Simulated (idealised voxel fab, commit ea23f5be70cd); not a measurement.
process module | voxel ribs on slabs
cross-section cut | 155 nm wide | cells 5 nm
A cross-section is a grid of square cells, given in bands from the top down. A band is one or more rows of cells.
Each band's line starts with the height of the band's top and of its bottom, in nm. Then come its materials from left to right, each with its width in nm. One material with "throughout" fills the band from edge to edge. "air" is empty space.
Height 0 is the level under which the wafer as received is all one material. The lowest band goes on downwards, as in "0 down".
A width such as "30 to 40" changes by the same amount from each row of cells to the next, from the band's top row to its bottom row.
"no change" after a step means that no cell of the cross-section changed.
closed voids: empty space of 8 cells or more with no open way to the top, each as width x height at its distance from the left edge, in nm
after a step's settings: what the simulator itself notes on the step
overlay nm, on a step with a mask: how far to the right of its planned place the mask lay; to the left if negative
plan
1 op RECEIVE | material Si
2 op DIRECTIONAL_DEP | material SiO2 | thk nm 25
3 op DIRECTIONAL_DEP | material SiN | thk nm 25
4 op DIRECTIONAL_DEP | material aC | thk nm 10
5 op PATTERN | tone cover | mask id RIB | material resist | width nm 25 | thk nm 25 | overlay nm 0
6 op DIRECTIONAL_ETCH | etch materials aC | depth nm 10
7 op STRIP | etch materials resist
8 op DIRECTIONAL_ETCH | etch materials SiN | depth nm 5
9 op STRIP | etch materials aC
10 op PATTERN | tone cover | mask id SLAB | material resist | width nm 65 | thk nm 15 | overlay nm 0
11 op DIRECTIONAL_ETCH | etch materials SiN | depth nm 20
12 op STRIP | etch materials resist
13 op FILL_DEP | material SiO2 | thk nm 20
14 op CMP | height nm 65
15 op DIRECTIONAL_DEP | material TiN | thk nm 10
16 op DIRECTIONAL_DEP | material aC | thk nm 10
17 op PATTERN | tone cover | mask id HEATER | material resist | width nm 35 | thk nm 25 | overlay nm 0
18 op DIRECTIONAL_ETCH | etch materials aC | depth nm 10
19 op STRIP | etch materials resist
20 op DIRECTIONAL_ETCH | etch materials TiN | depth nm 10
21 op STRIP | etch materials aC
22 op CONFORMAL_DEP | material SiO2 | thk nm 5
as received, after step 1
  0 down: Si throughout
  closed voids: none
first wafer at the end, as planned
  80 to 75: air 55 | SiO2 45 | air 55
  75 to 70: air 55 | SiO2 5 | TiN 35 | SiO2 5 | air 55
  70 to 65: SiO2 60 | TiN 35 | SiO2 60
  65 to 50: SiO2 throughout
  50 to 45: SiO2 65 | SiN 25 | SiO2 65
  45 to 25: SiO2 45 | SiN 65 | SiO2 45
  25 to 0: SiO2 throughout
  0 down: Si throughout
  closed voids: none
second wafer at the end: like start, like plan, one mistake
  80 to 75: air 50 | SiO2 45 | air 60
  75 to 70: air 50 | SiO2 5 | TiN 35 | SiO2 5 | air 60
  70 to 65: SiO2 55 | TiN 35 | SiO2 65
  65 to 50: SiO2 throughout
  50 to 45: SiO2 65 | SiN 25 | SiO2 65
  45 to 25: SiO2 45 | SiN 65 | SiO2 45
  25 to 0: SiO2 throughout
  0 down: Si throughout
  closed voids: none
what went wrong: step 17 ran as: op PATTERN | tone cover | mask id HEATER | material resist | width nm 35 | thk nm 25 | overlay nm -5
at the end the second wafer has, in cells: as many of each material as the first, in other places
